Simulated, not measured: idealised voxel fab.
process module | voxel tone inversion
cross-section cut | 220 nm wide | cells 5 nm
A cross-section is a grid of square cells, given in bands from the top down. A band is one or more rows of cells.
Each band's line starts with the height of the band's top and of its bottom, in nm. Then come its materials from left to right, each with its width in nm. One material with "throughout" fills the band from edge to edge. "air" is empty space.
Height 0 is the level under which the wafer as received is all one material. The lowest band goes on downwards, as in "0 down".
A width such as "30 to 40" changes by the same amount from each row of cells to the next, from the band's top row to its bottom row.
"no change" after a step means that no cell of the cross-section changed.
closed voids: empty space of 8 cells or more with no open way to the top, each as width x height at its distance from the left edge, in nm
after a step's settings: what the simulator itself notes on the step
overlay nm, on a step with a mask: how far to the right of its planned place the mask lay; to the left if negative
plan
1 op RECEIVE | material Si
2 op CONFORMAL_DEP | material SiN | thk nm 10
3 op DIRECTIONAL_DEP | material aC | thk nm 15
4 op PATTERN | tone cover | mask id POSTS | material resist | width nm 15 | pitch nm 45 | thk nm 25 | overlay nm 0
5 op DIRECTIONAL_ETCH | etch materials aC | depth nm 15
6 op STRIP | etch materials resist
7 op FILL_DEP | material lowk | thk nm 10
8 op CMP | height nm 25
9 op STRIP | etch materials aC
as received, after step 1
  0 down: Si throughout
  closed voids: none
first wafer at the end, as planned
  25 to 10: lowk 35 | air 15 | lowk 30 | air 15 | lowk 30 | air 15 | lowk 30 | air 15 | lowk 35
  10 to 0: SiN throughout
  0 down: Si throughout
  closed voids: none
second wafer at the end: like start, like plan, one mistake
  15 to 10: lowk 35 | air 15 | lowk 30 | air 15 | lowk 30 | air 15 | lowk 30 | air 15 | lowk 35
  10 to 0: SiN throughout
  0 down: Si throughout
  closed voids: none
what went wrong: step 8 ran as: op CMP | height nm 15
at the end the second wafer has, in cells: 64 fewer of lowk
